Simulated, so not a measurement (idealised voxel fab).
process module | voxel released beams
cross-section cut | 180 nm wide | cells 5 nm
A cross-section is a grid of square cells, given in bands from the top down. A band is one or more rows of cells.
Each band's line starts with the height of the band's top and of its bottom, in nm. Then come its materials from left to right, each with its width in nm. One material with "throughout" fills the band from edge to edge. "air" is empty space.
Height 0 is the level under which the wafer as received is all one material. The lowest band goes on downwards, as in "0 down".
A width such as "30 to 40" changes by the same amount from each row of cells to the next, from the band's top row to its bottom row.
"no change" after a step means that no cell of the cross-section changed.
closed voids: empty space of 8 cells or more with no open way to the top, each as width x height at its distance from the left edge, in nm
after a step's settings: what the simulator itself notes on the step
overlay nm, on a step with a mask: how far to the right of its planned place the mask lay; to the left if negative
plan
1 op RECEIVE | material Si
2 op CONFORMAL_DEP | material Al2O3 | thk nm 10
3 op DIRECTIONAL_DEP | material SiO2 | thk nm 10
4 op PATTERN | tone open | mask id ANCHOR | material resist | width nm 30 | thk nm 15 | overlay nm 0
5 op DIRECTIONAL_ETCH | etch materials SiO2 | depth nm 10
6 op STRIP | etch materials resist
7 op CONFORMAL_DEP | material SiN | thk nm 10
8 op PATTERN | tone cover | mask id BEAM | material resist | width nm 100 | thk nm 20 | overlay nm 0
9 op DIRECTIONAL_ETCH | etch materials SiN | depth nm 10
10 op STRIP | etch materials resist
11 op STRIP | etch materials SiO2
as received, after step 1
  0 down: Si throughout
  closed voids: none
first wafer at the end, as planned
  30 to 20: air 35 | SiN 15 | air 10 | SiN 75 | air 45
  20 to 10: air 40 | SiN 30 | air 110
  10 to 0: Al2O3 throughout
  0 down: Si throughout
  closed voids: none
second wafer at the end: like start, like plan, one mistake
  30 to 20: air 35 | SiN 100 | air 45
  20 to 10: Al2O3 throughout
  10 to 0: SiO2 throughout
  0 down: Si throughout
  closed voids: none
what went wrong: steps 2 and 3 were swapped
at the end the second wafer has, in cells: 8 fewer of SiN | 72 more of SiO2
